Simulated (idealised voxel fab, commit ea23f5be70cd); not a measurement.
process module | voxel gate over fins
cross-section cut | 140 nm wide | cells 5 nm
A cross-section is a grid of square cells, given in bands from the top down. A band is one or more rows of cells.
Each band's line starts with the height of the band's top and of its bottom, in nm. Then come its materials from left to right, each with its width in nm. One material with "throughout" fills the band from edge to edge. "air" is empty space.
Height 0 is the level under which the wafer as received is all one material. The lowest band goes on downwards, as in "0 down".
A width such as "30 to 40" changes by the same amount from each row of cells to the next, from the band's top row to its bottom row.
"no change" after a step means that no cell of the cross-section changed.
closed voids: empty space of 8 cells or more with no open way to the top, each as width x height at its distance from the left edge, in nm
after a step's settings: what the simulator itself notes on the step
overlay nm, on a step with a mask: how far to the right of its planned place the mask lay; to the left if negative
plan
1 op RECEIVE | material Si
2 op CONFORMAL_DEP | material SiN | thk nm 5
3 op PATTERN | tone cover | mask id FINS | material resist | width nm 15 | pitch nm 45 | thk nm 15 | overlay nm -15
4 op DIRECTIONAL_ETCH | etch materials SiN | depth nm 5
5 op DIRECTIONAL_ETCH | etch materials Si | depth nm 30
6 op STRIP | etch materials resist
7 op OXIDIZE | depth nm 5
8 op FILL_DEP | material SiO2 | thk nm 15
9 op CMP | height nm 5
10 op SELECTIVE_ETCH | etch materials SiO2 | depth nm 20
11 op STRIP | etch materials SiN
12 op CONFORMAL_DEP | material HfO2 | thk nm 5
13 op CONFORMAL_DEP | material TiN | thk nm 5
14 op CONFORMAL_DEP | material TiAl | thk nm 5
15 op CONFORMAL_DEP | material TiN | thk nm 5
16 op FILL_DEP | material W | thk nm 15
17 op CMP | height nm 30
18 op CONFORMAL_DEP | material SiN | thk nm 5
varied across the wafers: overlay nm of step 3. The plan shows the first wafer's value. All wafers start alike
first wafer as received, after step 1
  0 down: Si throughout
  closed voids: none
each wafer at the end: cells of each material gained (+) or lost (-) since it was received, then its closed voids
overlay nm -15 | +40 HfO2 | -182 Si | +28 SiN | +104 SiO2 | +40 TiAl | +80 TiN | +86 W | closed voids: none
overlay nm -10 | +40 HfO2 | -182 Si | +28 SiN | +104 SiO2 | +40 TiAl | +80 TiN | +86 W | closed voids: none
overlay nm -5 | +40 HfO2 | -182 Si | +28 SiN | +104 SiO2 | +40 TiAl | +80 TiN | +86 W | closed voids: none
overlay nm 0 | +40 HfO2 | -182 Si | +28 SiN | +104 SiO2 | +40 TiAl | +80 TiN | +86 W | closed voids: none
overlay nm 5 | +40 HfO2 | -182 Si | +28 SiN | +104 SiO2 | +40 TiAl | +80 TiN | +86 W | closed voids: none
overlay nm 10 | +40 HfO2 | -182 Si | +28 SiN | +104 SiO2 | +40 TiAl | +80 TiN | +86 W | closed voids: none
overlay nm 15 | +40 HfO2 | -182 Si | +28 SiN | +104 SiO2 | +40 TiAl | +80 TiN | +86 W | closed voids: none
